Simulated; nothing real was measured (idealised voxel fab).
Documented hereafter: the process module known as voxel self aligned contacts.
The cross-section on display is named cut; it measures 250 nm wide, and its cells are 5 nm squares.
Cross-sections here: square-cell grids, written as top-down lists of bands, a band being one or more rows of cells. What a band's entry tells you: where the top is and where the bottom is, as heights in nm, and after that what lies inside, material by material from left to right, each with its width in nm. Empty space is written as the word "empty", and a single material marked with the word "edge to edge" occupies the band from edge to edge. Basically, 0 is our baseline, since under it the wafer straight out of the box is all one material. The bottom band has no lower end and keeps on going down, so it looks like "0 and below". A width such as "30 to 40" changes by the same amount from each row of cells to the next, from the band's top row to its bottom row. Any step labelled "nothing different" changed none of the cells in the cross-section. Each empty space that has no open way to the top and spans at least 8 cells appears under "Voids, enclosed" as width x height at distance, the distance counted from the left edge, all in nm. What comes after the settings on a step's line is commentary from the simulator itself on that step. For masked steps, "overlay nm" on the step line gives how far right of plan the mask actually lay; a minus sign means it lay to the left. Layout of what follows: cross-section pairs, each bracketing one process step, the after cross-section shown only to the lowest band that changed, the step between and its settings noted under each pair. Pairs may originate in different runs of this module on the same starting wafer; a pair continues from the pair above only where its entry headed "Pre-step snapshot" says so.

[Pre-step snapshot]
55 down to 45: 60 of SiO2 / 55 of empty / 15 of SiO2 / 55 of empty / 65 of SiO2
45 down to 25: 30 of SiO2 / 45 of SiN / 25 of empty / 45 of SiN / 25 of empty / 45 of SiN / 35 of SiO2
25 down to 20: 75 of SiO2 / 25 of empty / 45 of SiO2 / 25 of empty / 80 of SiO2
20 down to 0: polySi edge to edge
0 and below: Si edge to edge
Voids, enclosed: none

[Cross-Section Thereafter]
60 down to 55: 65 of TiN / 45 of empty / 25 of TiN / 45 of empty / 70 of TiN
55 down to 45: 60 of SiO2 / 5 to 20 of TiN / 45 to 15 of empty / 5 to 20 of TiN / 15 of SiO2 / 5 to 20 of TiN / 45 to 15 of empty / 5 to 20 of TiN / 65 of SiO2
45 down to 25: 30 of SiO2 / 45 of SiN / 5 of TiN / 15 of empty / 5 of TiN / 45 of SiN / 5 of TiN / 15 of empty / 5 of TiN / 45 of SiN / 35 of SiO2
25 down to 20: 75 of SiO2 / 25 of TiN / 45 of SiO2 / 25 of TiN / 80 of SiO2
Rest of section, below 20: as before.
Voids, enclosed: none
Process step bridging the above cross-sections: CONFORMAL_DEP: material TiN, thk nm 5

Pre-step snapshot: Please consult the pair immediately above; the cross-section it shows after its step is the state before this step.

[Cross-Section Thereafter]
65 down to 60: W edge to edge
60 down to 55: 65 of TiN / 45 of W / 25 of TiN / 45 of W / 70 of TiN
55 down to 45: 60 of SiO2 / 5 to 20 of TiN / 45 to 15 of W / 5 to 20 of TiN / 15 of SiO2 / 5 to 20 of TiN / 45 to 15 of W / 5 to 20 of TiN / 65 of SiO2
45 down to 25: 30 of SiO2 / 45 of SiN / 5 of TiN / 15 of W / 5 of TiN / 45 of SiN / 5 of TiN / 15 of W / 5 of TiN / 45 of SiN / 35 of SiO2
Rest of section, below 25: as before.
Voids, enclosed: none
Process step bridging the above cross-sections: FILL_DEP: material W, thk nm 5

Pre-step snapshot: Please consult the pair immediately above; the cross-section it shows after its step is the state before this step.

[Cross-Section Thereafter]
55 down to 45: 60 of SiO2 / 5 to 20 of TiN / 45 to 15 of W / 5 to 20 of TiN / 15 of SiO2 / 5 to 20 of TiN / 45 to 15 of W / 5 to 20 of TiN / 65 of SiO2
Rest of section, below 45: as before.
Voids, enclosed: none
Process step bridging the above cross-sections: CMP: height nm 55

Pre-step snapshot: Please consult the pair immediately above; the cross-section it shows after its step is the state before this step.

[Cross-Section Thereafter]
60 down to 55: SiN edge to edge
Rest of section, below 55: as before.
Voids, enclosed: none
Process step bridging the above cross-sections: CONFORMAL_DEP: material SiN, thk nm 5

[Pre-step snapshot]
45 down to 25: 40 of empty / 25 of SiN / 45 of empty / 25 of SiN / 45 of empty / 25 of SiN / 45 of empty
25 down to 5: 40 of empty / 25 of polySi / 45 of empty / 25 of polySi / 45 of empty / 25 of polySi / 45 of empty
5 down to 0: SiO2 edge to edge
0 and below: Si edge to edge
Voids, enclosed: none

[Cross-Section Thereafter]
50 down to 25: 35 of empty / 35 of SiN / 35 of empty / 35 of SiN / 35 of empty / 35 of SiN / 40 of empty
25 down to 10: 35 of empty / 5 of SiN / 25 of polySi / 5 of SiN / 35 of empty / 5 of SiN / 25 of polySi / 5 of SiN / 35 of empty / 5 of SiN / 25 of polySi / 5 of SiN / 40 of empty
10 down to 5: 40 of SiN / 25 of polySi / 45 of SiN / 25 of polySi / 45 of SiN / 25 of polySi / 45 of SiN
Rest of section, below 5: as before.
Voids, enclosed: none
Process step bridging the above cross-sections: CONFORMAL_DEP: material SiN, thk nm 5

Pre-step snapshot: Please consult the pair immediately above; the cross-section it shows after its step is the state before this step.

[Cross-Section Thereafter]
40 down to 25: 35 of empty / 35 of SiN / 35 of empty / 35 of SiN / 35 of empty / 35 of SiN / 40 of empty
25 down to 5: 35 of empty / 5 of SiN / 25 of polySi / 5 of SiN / 35 of empty / 5 of SiN / 25 of polySi / 5 of SiN / 35 of empty / 5 of SiN / 25 of polySi / 5 of SiN / 40 of empty
Rest of section, below 5: as before.
Voids, enclosed: none
Process step bridging the above cross-sections: DIRECTIONAL_ETCH: etch materials SiN, depth nm 10

Pre-step snapshot: Please consult the pair immediately above; the cross-section it shows after its step is the state before this step.

[Cross-Section Thereafter]
55 down to 40: SiO2 edge to edge
40 down to 25: 35 of SiO2 / 35 of SiN / 35 of SiO2 / 35 of SiN / 35 of SiO2 / 35 of SiN / 40 of SiO2
25 down to 5: 35 of SiO2 / 5 of SiN / 25 of polySi / 5 of SiN / 35 of SiO2 / 5 of SiN / 25 of polySi / 5 of SiN / 35 of SiO2 / 5 of SiN / 25 of polySi / 5 of SiN / 40 of SiO2
Rest of section, below 5: as before.
Voids, enclosed: none
Process step bridging the above cross-sections: FILL_DEP: material SiO2, thk nm 15

Pre-step snapshot: Please consult the pair immediately above; the cross-section it shows after its step is the state before this step.

[Cross-Section Thereafter]
70 down to 55: 60 of resist / 55 of empty / 15 of resist / 55 of empty / 65 of resist
Rest of section, below 55: as before.
Voids, enclosed: none
Process step bridging the above cross-sections: PATTERN: tone open, mask id CONTACT, material resist, width nm 55, pitch nm 70, thk nm 15, overlay nm 0

Pre-step snapshot: Please consult the pair immediately above; the cross-section it shows after its step is the state before this step.

[Cross-Section Thereafter]
70 down to 55: 60 of resist / 55 of empty / 15 of resist / 55 of empty / 65 of resist
55 down to 40: 60 of SiO2 / 55 of empty / 15 of SiO2 / 55 of empty / 65 of SiO2
40 down to 25: 35 of SiO2 / 35 of SiN / 35 of empty / 35 of SiN / 35 of empty / 35 of SiN / 40 of SiO2
25 down to 5: 35 of SiO2 / 5 of SiN / 25 of polySi / 5 of SiN / 35 of empty / 5 of SiN / 25 of polySi / 5 of SiN / 35 of empty / 5 of SiN / 25 of polySi / 5 of SiN / 40 of SiO2
5 down to 0: 70 of SiO2 / 35 of empty / 35 of SiO2 / 35 of empty / 75 of SiO2
Rest of section, below 0: as before.
Voids, enclosed: none
Process step bridging the above cross-sections: DIRECTIONAL_ETCH: etch materials SiO2, depth nm 55

Pre-step snapshot: Please consult the pair immediately above; the cross-section it shows after its step is the state before this step.

[Cross-Section Thereafter]
55 down to 40: 60 of SiO2 / 55 of empty / 15 of SiO2 / 55 of empty / 65 of SiO2
Rest of section, below 40: as before.
Voids, enclosed: none
Process step bridging the above cross-sections: STRIP: etch materials resist

Pre-step snapshot: Please consult the pair immediately above; the cross-section it shows after its step is the state before this step.

[Cross-Section Thereafter]
60 down to 55: 65 of TiN / 45 of empty / 25 of TiN / 45 of empty / 70 of TiN
55 down to 45: 60 of SiO2 / 5 of TiN / 45 of empty / 5 of TiN / 15 of SiO2 / 5 of TiN / 45 of empty / 5 of TiN / 65 of SiO2
45 down to 40: 60 of SiO2 / 15 of TiN / 25 of empty / 15 of TiN / 15 of SiO2 / 15 of TiN / 25 of empty / 15 of TiN / 65 of SiO2
40 down to 25: 35 of SiO2 / 35 of SiN / 5 of TiN / 25 of empty / 5 of TiN / 35 of SiN / 5 of TiN / 25 of empty / 5 of TiN / 35 of SiN / 40 of SiO2
25 down to 5: 35 of SiO2 / 5 of SiN / 25 of polySi / 5 of SiN / 5 of TiN / 25 of empty / 5 of TiN / 5 of SiN / 25 of polySi / 5 of SiN / 5 of TiN / 25 of empty / 5 of TiN / 5 of SiN / 25 of polySi / 5 of SiN / 40 of SiO2
5 down to 0: 70 of SiO2 / 35 of TiN / 35 of SiO2 / 35 of TiN / 75 of SiO2
Rest of section, below 0: as before.
Voids, enclosed: none
Process step bridging the above cross-sections: CONFORMAL_DEP: material TiN, thk nm 5

Pre-step snapshot: Please consult the pair immediately above; the cross-section it shows after its step is the state before this step.

[Cross-Section Thereafter]
65 down to 60: W edge to edge
60 down to 55: 65 of TiN / 45 of W / 25 of TiN / 45 of W / 70 of TiN
55 down to 45: 60 of SiO2 / 5 of TiN / 45 of W / 5 of TiN / 15 of SiO2 / 5 of TiN / 45 of W / 5 of TiN / 65 of SiO2
45 down to 40: 60 of SiO2 / 15 of TiN / 25 of W / 15 of TiN / 15 of SiO2 / 15 of TiN / 25 of W / 15 of TiN / 65 of SiO2
40 down to 25: 35 of SiO2 / 35 of SiN / 5 of TiN / 25 of W / 5 of TiN / 35 of SiN / 5 of TiN / 25 of W / 5 of TiN / 35 of SiN / 40 of SiO2
25 down to 5: 35 of SiO2 / 5 of SiN / 25 of polySi / 5 of SiN / 5 of TiN / 25 of W / 5 of TiN / 5 of SiN / 25 of polySi / 5 of SiN / 5 of TiN / 25 of W / 5 of TiN / 5 of SiN / 25 of polySi / 5 of SiN / 40 of SiO2
Rest of section, below 5: as before.
Voids, enclosed: none
Process step bridging the above cross-sections: FILL_DEP: material W, thk nm 5

Pre-step snapshot: Please consult the pair immediately above; the cross-section it shows after its step is the state before this step.

[Cross-Section Thereafter]
55 down to 45: 60 of SiO2 / 5 of TiN / 45 of W / 5 of TiN / 15 of SiO2 / 5 of TiN / 45 of W / 5 of TiN / 65 of SiO2
Rest of section, below 45: as before.
Voids, enclosed: none
Process step bridging the above cross-sections: CMP: height nm 55

Pre-step snapshot: Please consult the pair immediately above; the cross-section it shows after its step is the state before this step.

[Cross-Section Thereafter]
60 down to 55: SiN edge to edge
Rest of section, below 55: as before.
Voids, enclosed: none
Process step bridging the above cross-sections: CONFORMAL_DEP: material SiN, thk nm 5

[Pre-step snapshot]
45 down to 25: SiN edge to edge
25 down to 5: polySi edge to edge
5 down to 0: SiO2 edge to edge
0 and below: Si edge to edge
Voids, enclosed: none

[Cross-Section Thereafter]
65 down to 45: 35 of empty / 35 of resist / 35 of empty / 35 of resist / 35 of empty / 35 of resist / 40 of empty
Rest of section, below 45: as before.
Voids, enclosed: none
Process step bridging the above cross-sections: PATTERN: tone cover, mask id GATE, material resist, width nm 35, pitch nm 70, thk nm 20, overlay nm 0

Pre-step snapshot: Please consult the pair immediately above; the cross-section it shows after its step is the state before this step.

[Cross-Section Thereafter]
65 down to 45: 35 of empty / 35 of resist / 35 of empty / 35 of resist / 35 of empty / 35 of resist / 40 of empty
45 down to 25: 35 of empty / 35 of SiN / 35 of empty / 35 of SiN / 35 of empty / 35 of SiN / 40 of empty
Rest of section, below 25: as before.
Voids, enclosed: none
Process step bridging the above cross-sections: DIRECTIONAL_ETCH: etch materials SiN, depth nm 20

Pre-step snapshot: Please consult the pair immediately above; the cross-section it shows after its step is the state before this step.

[Cross-Section Thereafter]
65 down to 45: 35 of empty / 35 of resist / 35 of empty / 35 of resist / 35 of empty / 35 of resist / 40 of empty
45 down to 25: 35 of empty / 35 of SiN / 35 of empty / 35 of SiN / 35 of empty / 35 of SiN / 40 of empty
25 down to 5: 35 of empty / 35 of polySi / 35 of empty / 35 of polySi / 35 of empty / 35 of polySi / 40 of empty
Rest of section, below 5: as before.
Voids, enclosed: none
Process step bridging the above cross-sections: DIRECTIONAL_ETCH: etch materials polySi, depth nm 20

Pre-step snapshot: Please consult the pair immediately above; the cross-section it shows after its step is the state before this step.

[Cross-Section Thereafter]
45 down to 25: 35 of empty / 35 of SiN / 35 of empty / 35 of SiN / 35 of empty / 35 of SiN / 40 of empty
Rest of section, below 25: as before.
Voids, enclosed: none
Process step bridging the above cross-sections: STRIP: etch materials resist

Pre-step snapshot: Please consult the pair immediately above; the cross-section it shows after its step is the state before this step.

[Cross-Section Thereafter]
55 down to 25: 25 of empty / 55 of SiN / 15 of empty / 55 of SiN / 15 of empty / 55 of SiN / 30 of empty
25 down to 15: 25 of empty / 10 of SiN / 35 of polySi / 10 of SiN / 15 of empty / 10 of SiN / 35 of polySi / 10 of SiN / 15 of empty / 10 of SiN / 35 of polySi / 10 of SiN / 30 of empty
15 down to 5: 35 of SiN / 35 of polySi / 35 of SiN / 35 of polySi / 35 of SiN / 35 of polySi / 40 of SiN
Rest of section, below 5: as before.
Voids, enclosed: none
Process step bridging the above cross-sections: CONFORMAL_DEP: material SiN, thk nm 10

Pre-step snapshot: Please consult the pair immediately above; the cross-section it shows after its step is the state before this step.

[Cross-Section Thereafter]
45 down to 25: 25 of empty / 55 of SiN / 15 of empty / 55 of SiN / 15 of empty / 55 of SiN / 30 of empty
25 down to 5: 25 of empty / 10 of SiN / 35 of polySi / 10 of SiN / 15 of empty / 10 of SiN / 35 of polySi / 10 of SiN / 15 of empty / 10 of SiN / 35 of polySi / 10 of SiN / 30 of empty
Rest of section, below 5: as before.
Voids, enclosed: none
Process step bridging the above cross-sections: DIRECTIONAL_ETCH: etch materials SiN, depth nm 10

Pre-step snapshot: Please consult the pair immediately above; the cross-section it shows after its step is the state before this step.

[Cross-Section Thereafter]
60 down to 45: SiO2 edge to edge
45 down to 25: 25 of SiO2 / 55 of SiN / 15 of SiO2 / 55 of SiN / 15 of SiO2 / 55 of SiN / 30 of SiO2
25 down to 5: 25 of SiO2 / 10 of SiN / 35 of polySi / 10 of SiN / 15 of SiO2 / 10 of SiN / 35 of polySi / 10 of SiN / 15 of SiO2 / 10 of SiN / 35 of polySi / 10 of SiN / 30 of SiO2
Rest of section, below 5: as before.
Voids, enclosed: none
Process step bridging the above cross-sections: FILL_DEP: material SiO2, thk nm 15

Pre-step snapshot: Please consult the pair immediately above; the cross-section it shows after its step is the state before this step.

[Cross-Section Thereafter]
55 down to 45: SiO2 edge to edge
Rest of section, below 45: as before.
Voids, enclosed: none
Process step bridging the above cross-sections: CMP: height nm 55

Pre-step snapshot: Please consult the pair immediately above; the cross-section it shows after its step is the state before this step.

[Cross-Section Thereafter]
70 down to 55: 60 of resist / 55 of empty / 15 of resist / 55 of empty / 65 of resist
Rest of section, below 55: as before.
Voids, enclosed: none
Process step bridging the above cross-sections: PATTERN: tone open, mask id CONTACT, material resist, width nm 55, pitch nm 70, thk nm 15, overlay nm 0

Pre-step snapshot: Please consult the pair immediately above; the cross-section it shows after its step is the state before this step.

[Cross-Section Thereafter]
70 down to 55: 60 of resist / 55 of empty / 15 of resist / 55 of empty / 65 of resist
55 down to 45: 60 of SiO2 / 55 of empty / 15 of SiO2 / 55 of empty / 65 of SiO2
45 down to 25: 25 of SiO2 / 55 of SiN / 15 of empty / 55 of SiN / 15 of empty / 55 of SiN / 30 of SiO2
25 down to 5: 25 of SiO2 / 10 of SiN / 35 of polySi / 10 of SiN / 15 of empty / 10 of SiN / 35 of polySi / 10 of SiN / 15 of empty / 10 of SiN / 35 of polySi / 10 of SiN / 30 of SiO2
5 down to 0: 80 of SiO2 / 15 of empty / 55 of SiO2 / 15 of empty / 85 of SiO2
Rest of section, below 0: as before.
Voids, enclosed: none
Process step bridging the above cross-sections: DIRECTIONAL_ETCH: etch materials SiO2, depth nm 55

Pre-step snapshot: Please consult the pair immediately above; the cross-section it shows after its step is the state before this step.

[Cross-Section Thereafter]
55 down to 45: 60 of SiO2 / 55 of empty / 15 of SiO2 / 55 of empty / 65 of SiO2
Rest of section, below 45: as before.
Voids, enclosed: none
Process step bridging the above cross-sections: STRIP: etch materials resist

Pre-step snapshot: Please consult the pair immediately above; the cross-section it shows after its step is the state before this step.

[Cross-Section Thereafter]
60 down to 55: 65 of TiN / 45 of empty / 25 of TiN / 45 of empty / 70 of TiN
55 down to 45: 60 of SiO2 / 5 to 25 of TiN / 45 to 5 of empty / 5 to 25 of TiN / 15 of SiO2 / 5 to 25 of TiN / 45 to 5 of empty / 5 to 25 of TiN / 65 of SiO2
45 down to 25: 25 of SiO2 / 55 of SiN / 5 of TiN / 5 of empty / 5 of TiN / 55 of SiN / 5 of TiN / 5 of empty / 5 of TiN / 55 of SiN / 30 of SiO2
25 down to 5: 25 of SiO2 / 10 of SiN / 35 of polySi / 10 of SiN / 5 of TiN / 5 of empty / 5 of TiN / 10 of SiN / 35 of polySi / 10 of SiN / 5 of TiN / 5 of empty / 5 of TiN / 10 of SiN / 35 of polySi / 10 of SiN / 30 of SiO2
5 down to 0: 80 of SiO2 / 15 of TiN / 55 of SiO2 / 15 of TiN / 85 of SiO2
Rest of section, below 0: as before.
Voids, enclosed: none
Process step bridging the above cross-sections: CONFORMAL_DEP: material TiN, thk nm 5

Pre-step snapshot: Please consult the pair immediately above; the cross-section it shows after its step is the state before this step.

[Cross-Section Thereafter]
65 down to 60: W edge to edge
60 down to 55: 65 of TiN / 45 of W / 25 of TiN / 45 of W / 70 of TiN
55 down to 45: 60 of SiO2 / 5 to 25 of TiN / 45 to 5 of W / 5 to 25 of TiN / 15 of SiO2 / 5 to 25 of TiN / 45 to 5 of W / 5 to 25 of TiN / 65 of SiO2
45 down to 25: 25 of SiO2 / 55 of SiN / 5 of TiN / 5 of W / 5 of TiN / 55 of SiN / 5 of TiN / 5 of W / 5 of TiN / 55 of SiN / 30 of SiO2
25 down to 5: 25 of SiO2 / 10 of SiN / 35 of polySi / 10 of SiN / 5 of TiN / 5 of W / 5 of TiN / 10 of SiN / 35 of polySi / 10 of SiN / 5 of TiN / 5 of W / 5 of TiN / 10 of SiN / 35 of polySi / 10 of SiN / 30 of SiO2
Rest of section, below 5: as before.
Voids, enclosed: none
Process step bridging the above cross-sections: FILL_DEP: material W, thk nm 5

Pre-step snapshot: Please consult the pair immediately above; the cross-section it shows after its step is the state before this step.

[Cross-Section Thereafter]
55 down to 45: 60 of SiO2 / 5 to 25 of TiN / 45 to 5 of W / 5 to 25 of TiN / 15 of SiO2 / 5 to 25 of TiN / 45 to 5 of W / 5 to 25 of TiN / 65 of SiO2
Rest of section, below 45: as before.
Voids, enclosed: none
Process step bridging the above cross-sections: CMP: height nm 55

Pre-step snapshot: Please consult the pair immediately above; the cross-section it shows after its step is the state before this step.

[Cross-Section Thereafter]
60 down to 55: SiN edge to edge
Rest of section, below 55: as before.
Voids, enclosed: none
Process step bridging the above cross-sections: CONFORMAL_DEP: material SiN, thk nm 5

[Pre-step snapshot]
45 down to 25: SiN edge to edge
25 down to 5: polySi edge to edge
5 down to 0: SiO2 edge to edge
0 and below: Si edge to edge
Voids, enclosed: none

[Cross-Section Thereafter]
65 down to 45: 50 of empty / 25 of resist / 45 of empty / 25 of resist / 45 of empty / 25 of resist / 35 of empty
Rest of section, below 45: as before.
Voids, enclosed: none
Process step bridging the above cross-sections: PATTERN: tone cover, mask id GATE, material resist, width nm 25, pitch nm 70, thk nm 20, overlay nm 10

Pre-step snapshot: Please consult the pair immediately above; the cross-section it shows after its step is the state before this step.

[Cross-Section Thereafter]
65 down to 45: 50 of empty / 25 of resist / 45 of empty / 25 of resist / 45 of empty / 25 of resist / 35 of empty
45 down to 25: 50 of empty / 25 of SiN / 45 of empty / 25 of SiN / 45 of empty / 25 of SiN / 35 of empty
Rest of section, below 25: as before.
Voids, enclosed: none
Process step bridging the above cross-sections: DIRECTIONAL_ETCH: etch materials SiN, depth nm 20

Pre-step snapshot: Please consult the pair immediately above; the cross-section it shows after its step is the state before this step.

[Cross-Section Thereafter]
65 down to 45: 50 of empty / 25 of resist / 45 of empty / 25 of resist / 45 of empty / 25 of resist / 35 of empty
45 down to 25: 50 of empty / 25 of SiN / 45 of empty / 25 of SiN / 45 of empty / 25 of SiN / 35 of empty
25 down to 5: 50 of empty / 25 of polySi / 45 of empty / 25 of polySi / 45 of empty / 25 of polySi / 35 of empty
Rest of section, below 5: as before.
Voids, enclosed: none
Process step bridging the above cross-sections: DIRECTIONAL_ETCH: etch materials polySi, depth nm 20

Pre-step snapshot: Please consult the pair immediately above; the cross-section it shows after its step is the state before this step.

[Cross-Section Thereafter]
45 down to 25: 50 of empty / 25 of SiN / 45 of empty / 25 of SiN / 45 of empty / 25 of SiN / 35 of empty
Rest of section, below 25: as before.
Voids, enclosed: none
Process step bridging the above cross-sections: STRIP: etch materials resist

Pre-step snapshot: Please consult the pair immediately above; the cross-section it shows after its step is the state before this step.

[Cross-Section Thereafter]
55 down to 25: 40 of empty / 45 of SiN / 25 of empty / 45 of SiN / 25 of empty / 45 of SiN / 25 of empty
25 down to 15: 40 of empty / 10 of SiN / 25 of polySi / 10 of SiN / 25 of empty / 10 of SiN / 25 of polySi / 10 of SiN / 25 of empty / 10 of SiN / 25 of polySi / 10 of SiN / 25 of empty
15 down to 5: 50 of SiN / 25 of polySi / 45 of SiN / 25 of polySi / 45 of SiN / 25 of polySi / 35 of SiN
Rest of section, below 5: as before.
Voids, enclosed: none
Process step bridging the above cross-sections: CONFORMAL_DEP: material SiN, thk nm 10

Pre-step snapshot: Please consult the pair immediately above; the cross-section it shows after its step is the state before this step.

[Cross-Section Thereafter]
45 down to 25: 40 of empty / 45 of SiN / 25 of empty / 45 of SiN / 25 of empty / 45 of SiN / 25 of empty
25 down to 5: 40 of empty / 10 of SiN / 25 of polySi / 10 of SiN / 25 of empty / 10 of SiN / 25 of polySi / 10 of SiN / 25 of empty / 10 of SiN / 25 of polySi / 10 of SiN / 25 of empty
Rest of section, below 5: as before.
Voids, enclosed: none
Process step bridging the above cross-sections: DIRECTIONAL_ETCH: etch materials SiN, depth nm 10

Pre-step snapshot: Please consult the pair immediately above; the cross-section it shows after its step is the state before this step.

[Cross-Section Thereafter]
60 down to 45: SiO2 edge to edge
45 down to 25: 40 of SiO2 / 45 of SiN / 25 of SiO2 / 45 of SiN / 25 of SiO2 / 45 of SiN / 25 of SiO2
25 down to 5: 40 of SiO2 / 10 of SiN / 25 of polySi / 10 of SiN / 25 of SiO2 / 10 of SiN / 25 of polySi / 10 of SiN / 25 of SiO2 / 10 of SiN / 25 of polySi / 10 of SiN / 25 of SiO2
Rest of section, below 5: as before.
Voids, enclosed: none
Process step bridging the above cross-sections: FILL_DEP: material SiO2, thk nm 15

Pre-step snapshot: Please consult the pair immediately above; the cross-section it shows after its step is the state before this step.

[Cross-Section Thereafter]
55 down to 45: SiO2 edge to edge
Rest of section, below 45: as before.
Voids, enclosed: none
Process step bridging the above cross-sections: CMP: height nm 55

Pre-step snapshot: Please consult the pair immediately above; the cross-section it shows after its step is the state before this step.

[Cross-Section Thereafter]
70 down to 55: 60 of resist / 55 of empty / 15 of resist / 55 of empty / 65 of resist
Rest of section, below 55: as before.
Voids, enclosed: none
Process step bridging the above cross-sections: PATTERN: tone open, mask id CONTACT, material resist, width nm 55, pitch nm 70, thk nm 15, overlay nm 0

Pre-step snapshot: Please consult the pair immediately above; the cross-section it shows after its step is the state before this step.

[Cross-Section Thereafter]
70 down to 55: 60 of resist / 55 of empty / 15 of resist / 55 of empty / 65 of resist
55 down to 45: 60 of SiO2 / 55 of empty / 15 of SiO2 / 55 of empty / 65 of SiO2
45 down to 25: 40 of SiO2 / 45 of SiN / 25 of empty / 45 of SiN / 25 of empty / 45 of SiN / 25 of SiO2
25 down to 5: 40 of SiO2 / 10 of SiN / 25 of polySi / 10 of SiN / 25 of empty / 10 of SiN / 25 of polySi / 10 of SiN / 25 of empty / 10 of SiN / 25 of polySi / 10 of SiN / 25 of SiO2
5 down to 0: 85 of SiO2 / 25 of empty / 45 of SiO2 / 25 of empty / 70 of SiO2
Rest of section, below 0: as before.
Voids, enclosed: none
Process step bridging the above cross-sections: DIRECTIONAL_ETCH: etch materials SiO2, depth nm 55

Pre-step snapshot: Please consult the pair immediately above; the cross-section it shows after its step is the state before this step.

[Cross-Section Thereafter]
55 down to 45: 60 of SiO2 / 55 of empty / 15 of SiO2 / 55 of empty / 65 of SiO2
Rest of section, below 45: as before.
Voids, enclosed: none
Process step bridging the above cross-sections: STRIP: etch materials resist

Pre-step snapshot: Please consult the pair immediately above; the cross-section it shows after its step is the state before this step.

[Cross-Section Thereafter]
60 down to 55: 65 of TiN / 45 of empty / 25 of TiN / 45 of empty / 70 of TiN
55 down to 45: 60 of SiO2 / 5 to 30 of TiN / 45 to 15 of empty / 5 to 10 of TiN / 15 of SiO2 / 5 to 30 of TiN / 45 to 15 of empty / 5 to 10 of TiN / 65 of SiO2
45 down to 25: 40 of SiO2 / 45 of SiN / 5 of TiN / 15 of empty / 5 of TiN / 45 of SiN / 5 of TiN / 15 of empty / 5 of TiN / 45 of SiN / 25 of SiO2
25 down to 5: 40 of SiO2 / 10 of SiN / 25 of polySi / 10 of SiN / 5 of TiN / 15 of empty / 5 of TiN / 10 of SiN / 25 of polySi / 10 of SiN / 5 of TiN / 15 of empty / 5 of TiN / 10 of SiN / 25 of polySi / 10 of SiN / 25 of SiO2
5 down to 0: 85 of SiO2 / 25 of TiN / 45 of SiO2 / 25 of TiN / 70 of SiO2
Rest of section, below 0: as before.
Voids, enclosed: none
Process step bridging the above cross-sections: CONFORMAL_DEP: material TiN, thk nm 5

Pre-step snapshot: Please consult the pair immediately above; the cross-section it shows after its step is the state before this step.

[Cross-Section Thereafter]
65 down to 60: W edge to edge
60 down to 55: 65 of TiN / 45 of W / 25 of TiN / 45 of W / 70 of TiN
55 down to 45: 60 of SiO2 / 5 to 30 of TiN / 45 to 15 of W / 5 to 10 of TiN / 15 of SiO2 / 5 to 30 of TiN / 45 to 15 of W / 5 to 10 of TiN / 65 of SiO2
45 down to 25: 40 of SiO2 / 45 of SiN / 5 of TiN / 15 of W / 5 of TiN / 45 of SiN / 5 of TiN / 15 of W / 5 of TiN / 45 of SiN / 25 of SiO2
25 down to 5: 40 of SiO2 / 10 of SiN / 25 of polySi / 10 of SiN / 5 of TiN / 15 of W / 5 of TiN / 10 of SiN / 25 of polySi / 10 of SiN / 5 of TiN / 15 of W / 5 of TiN / 10 of SiN / 25 of polySi / 10 of SiN / 25 of SiO2
Rest of section, below 5: as before.
Voids, enclosed: none
Process step bridging the above cross-sections: FILL_DEP: material W, thk nm 5

Pre-step snapshot: Please consult the pair immediately above; the cross-section it shows after its step is the state before this step.

[Cross-Section Thereafter]
55 down to 45: 60 of SiO2 / 5 to 30 of TiN / 45 to 15 of W / 5 to 10 of TiN / 15 of SiO2 / 5 to 30 of TiN / 45 to 15 of W / 5 to 10 of TiN / 65 of SiO2
Rest of section, below 45: as before.
Voids, enclosed: none
Process step bridging the above cross-sections: CMP: height nm 55

Pre-step snapshot: Please consult the pair immediately above; the cross-section it shows after its step is the state before this step.

[Cross-Section Thereafter]
60 down to 55: SiN edge to edge
Rest of section, below 55: as before.
Voids, enclosed: none
Process step bridging the above cross-sections: CONFORMAL_DEP: material SiN, thk nm 5

[Pre-step snapshot]
0 and below: Si edge to edge
Voids, enclosed: none

[Cross-Section Thereafter]
5 down to 0: W edge to edge
Rest of section, below 0: as before.
Voids, enclosed: none
Process step bridging the above cross-sections: CONFORMAL_DEP: material W, thk nm 5

Pre-step snapshot: Please consult the pair immediately above; the cross-section it shows after its step is the state before this step.

[Cross-Section Thereafter]
25 down to 5: polySi edge to edge
Rest of section, below 5: as before.
Voids, enclosed: none
Process step bridging the above cross-sections: DIRECTIONAL_DEP: material polySi, thk nm 20

Pre-step snapshot: Please consult the pair immediately above; the cross-section it shows after its step is the state before this step.

[Cross-Section Thereafter]
45 down to 25: SiN edge to edge
Rest of section, below 25: as before.
Voids, enclosed: none
Process step bridging the above cross-sections: DIRECTIONAL_DEP: material SiN, thk nm 20

Pre-step snapshot: Please consult the pair immediately above; the cross-section it shows after its step is the state before this step.

[Cross-Section Thereafter]
65 down to 45: 40 of empty / 25 of resist / 45 of empty / 25 of resist / 45 of empty / 25 of resist / 45 of empty
Rest of section, below 45: as before.
Voids, enclosed: none
Process step bridging the above cross-sections: PATTERN: tone cover, mask id GATE, material resist, width nm 25, pitch nm 70, thk nm 20, overlay nm 0

Pre-step snapshot: Please consult the pair immediately above; the cross-section it shows after its step is the state before this step.

[Cross-Section Thereafter]
65 down to 45: 40 of empty / 25 of resist / 45 of empty / 25 of resist / 45 of empty / 25 of resist / 45 of empty
45 down to 25: 40 of empty / 25 of SiN / 45 of empty / 25 of SiN / 45 of empty / 25 of SiN / 45 of empty
Rest of section, below 25: as before.
Voids, enclosed: none
Process step bridging the above cross-sections: DIRECTIONAL_ETCH: etch materials SiN, depth nm 20

Pre-step snapshot: Please consult the pair immediately above; the cross-section it shows after its step is the state before this step.

[Cross-Section Thereafter]
65 down to 45: 40 of empty / 25 of resist / 45 of empty / 25 of resist / 45 of empty / 25 of resist / 45 of empty
45 down to 25: 40 of empty / 25 of SiN / 45 of empty / 25 of SiN / 45 of empty / 25 of SiN / 45 of empty
25 down to 5: 40 of empty / 25 of polySi / 45 of empty / 25 of polySi / 45 of empty / 25 of polySi / 45 of empty
Rest of section, below 5: as before.
Voids, enclosed: none
Process step bridging the above cross-sections: DIRECTIONAL_ETCH: etch materials polySi, depth nm 20

Pre-step snapshot: Please consult the pair immediately above; the cross-section it shows after its step is the state before this step.

[Cross-Section Thereafter]
45 down to 25: 40 of empty / 25 of SiN / 45 of empty / 25 of SiN / 45 of empty / 25 of SiN / 45 of empty
Rest of section, below 25: as before.
Voids, enclosed: none
Process step bridging the above cross-sections: STRIP: etch materials resist
